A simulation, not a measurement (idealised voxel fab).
process module | voxel transistor to metal
cross-section cut | 185 nm wide | cells 5 nm
A cross-section is a grid of square cells, given in bands from the top down. A band is one or more rows of cells.
Each band's line starts with the height of the band's top and of its bottom, in nm. Then come its materials from left to right, each with its width in nm. One material with "throughout" fills the band from edge to edge. "air" is empty space.
Height 0 is the level under which the wafer as received is all one material. The lowest band goes on downwards, as in "0 down".
A width such as "30 to 40" changes by the same amount from each row of cells to the next, from the band's top row to its bottom row.
"no change" after a step means that no cell of the cross-section changed.
closed voids: empty space of 8 cells or more with no open way to the top, each as width x height at its distance from the left edge, in nm
after a step's settings: what the simulator itself notes on the step
overlay nm, on a step with a mask: how far to the right of its planned place the mask lay; to the left if negative
plan
1 op RECEIVE | material Si
2 op CONFORMAL_DEP | material SiO2 | thk nm 5
3 op CONFORMAL_DEP | material SiN | thk nm 10
4 op MASKED_ETCH | tone cover | mask id ACTIVE | width nm 95 | etch materials SiN | depth nm 10 | overlay nm 0
5 op MASKED_ETCH | tone cover | mask id ACTIVE | width nm 95 | etch materials SiO2 | depth nm 5 | overlay nm 0
6 op MASKED_ETCH | tone cover | mask id ACTIVE | width nm 95 | etch materials Si | depth nm 30 | overlay nm 0
7 op FILL_DEP | material SiO2 | thk nm 10
8 op CMP | height nm 15
9 op SELECTIVE_ETCH | etch materials SiO2 | depth nm 5
10 op STRIP | etch materials SiN
11 op SELECTIVE_ETCH | etch materials SiO2 | depth nm 5
12 op OXIDIZE | depth nm 5
13 op DIRECTIONAL_DEP | material polySi | thk nm 30
14 op DIRECTIONAL_DEP | material SiCN | thk nm 10
15 op MASKED_ETCH | tone cover | mask id GATE | width nm 15 | etch materials SiCN | depth nm 20 | overlay nm 0
16 op MASKED_ETCH | tone cover | mask id GATE | width nm 15 | etch materials polySi | depth nm 40 | overlay nm 0
17 op CONFORMAL_DEP | material SiN | thk nm 10
18 op DIRECTIONAL_ETCH | etch materials SiN | depth nm 10
19 op DIRECTIONAL_ETCH | etch materials SiO2 | depth nm 5
20 op DIRECTIONAL_ETCH | etch materials Si | depth nm 10
21 op EPI | material nSi | thk nm 10
22 op FILL_DEP | material SiO2 | thk nm 10
23 op CMP | height nm 40
24 op DIRECTIONAL_DEP | material SiO2 | thk nm 10
25 op PATTERN | tone open | mask id CONTACT | material resist | width nm 30 | pitch nm 55 | thk nm 20 | overlay nm 0
26 op DIRECTIONAL_ETCH | etch materials SiO2 | depth nm 55
27 op STRIP | etch materials resist
28 op CONFORMAL_DEP | material TiN | thk nm 5
29 op FILL_DEP | material Ru | thk nm 5
30 op CMP | height nm 50
31 op DIRECTIONAL_DEP | material TiN | thk nm 5
32 op DIRECTIONAL_DEP | material W | thk nm 15
33 op PATTERN | tone cover | mask id METAL_1 | material resist | width nm 20 | pitch nm 65 | thk nm 20 | overlay nm 0
34 op DIRECTIONAL_ETCH | etch materials W | depth nm 15
35 op DIRECTIONAL_ETCH | etch materials TiN | depth nm 5
36 op STRIP | etch materials resist
37 op CONFORMAL_DEP | material SiCN | thk nm 5
38 op FILL_DEP | material SiO2 | thk nm 5
39 op CMP | height nm 70
40 op CONFORMAL_DEP | material SiN | thk nm 5
as received, after step 1
  0 down: Si throughout
  closed voids: none
first wafer at the end, as planned
  75 to 70: SiN throughout
  70 to 55: SiO2 45 | SiCN 5 | W 20 | SiCN 5 | SiO2 35 | SiCN 5 | W 20 | SiCN 5 | SiO2 45
  55 to 50: SiCN 50 | TiN 20 | SiCN 45 | TiN 20 | SiCN 50
  50 to 40: SiO2 50 | TiN 5 | Ru 20 to 15 | TiN 5 to 10 | SiO2 25 | TiN 5 to 10 | Ru 20 to 15 | TiN 5 | SiO2 50
  40 to 30: SiO2 50 | TiN 5 | Ru 15 | TiN 5 | SiN 10 | SiCN 15 | SiN 10 | TiN 5 | Ru 15 | TiN 5 | SiO2 50
  30 to 10: SiO2 50 | TiN 5 | Ru 15 | TiN 5 | SiN 10 | polySi 15 | SiN 10 | TiN 5 | Ru 15 | TiN 5 | SiO2 50
  10 to 5: SiO2 50 | TiN 25 | SiN 10 | polySi 15 | SiN 10 | TiN 25 | SiO2 50
  5 to 0: SiO2 40 | SiN 10 | nSi 10 | TiN 5 | nSi 10 | SiN 10 | polySi 15 | SiN 10 | nSi 10 | TiN 5 | nSi 10 | SiN 10 | SiO2 40
  0 to -5: SiO2 50 | nSi 10 | TiN 5 | nSi 10 | SiO2 35 | nSi 10 | TiN 5 | nSi 10 | SiO2 50
  -5 to -15: SiO2 45 | Si 5 | nSi 25 | Si 35 | nSi 25 | Si 5 | SiO2 45
  -15 to -30: SiO2 45 | Si 95 | SiO2 45
  -30 down: Si throughout
  closed voids: none
second wafer at the end: like start, like plan, one mistake
  75 to 70: SiN throughout
  70 to 55: SiO2 45 | SiCN 5 | W 20 | SiCN 5 | SiO2 35 | SiCN 5 | W 20 | SiCN 5 | SiO2 45
  55 to 50: SiCN 50 | TiN 20 | SiCN 45 | TiN 20 | SiCN 50
  50 to 40: SiO2 50 | TiN 5 | Ru 20 to 15 | TiN 5 to 10 | SiO2 25 | TiN 5 to 10 | Ru 20 to 15 | TiN 5 | SiO2 50
  40 to 30: SiO2 50 | TiN 5 | Ru 15 | TiN 5 | SiN 10 | SiCN 15 | SiN 10 | TiN 5 | Ru 15 | TiN 5 | SiO2 50
  30 to 10: SiO2 50 | TiN 5 | Ru 15 | TiN 5 | SiN 10 | polySi 15 | SiN 10 | TiN 5 | Ru 15 | TiN 5 | SiO2 50
  10 to 5: SiO2 50 | TiN 5 | Ru 5 | TiN 15 | SiN 10 | polySi 15 | SiN 10 | TiN 15 | Ru 5 | TiN 5 | SiO2 50
  5 to 0: SiO2 40 | SiN 10 | TiN 15 | nSi 10 | SiN 10 | polySi 15 | SiN 10 | nSi 10 | TiN 15 | SiN 10 | SiO2 40
  0 to -5: SiO2 40 | SiN 5 | SiO2 5 | nSi 10 | TiN 5 | nSi 10 | SiO2 35 | nSi 10 | TiN 5 | nSi 10 | SiO2 5 | SiN 5 | SiO2 40
  -5 to -10: SiO2 50 | nSi 25 | Si 35 | nSi 25 | SiO2 50
  -10 to -15: SiO2 45 | Si 5 | nSi 25 | Si 35 | nSi 25 | Si 5 | SiO2 45
  -15 to -30: SiO2 45 | Si 95 | SiO2 45
  -30 down: Si throughout
  closed voids: none
what went wrong: step 2 was left out
at the end the second wafer has, in cells: 2 more of Ru | 2 fewer of Si | 2 more of SiN | 2 more of TiN | 4 fewer of nSi
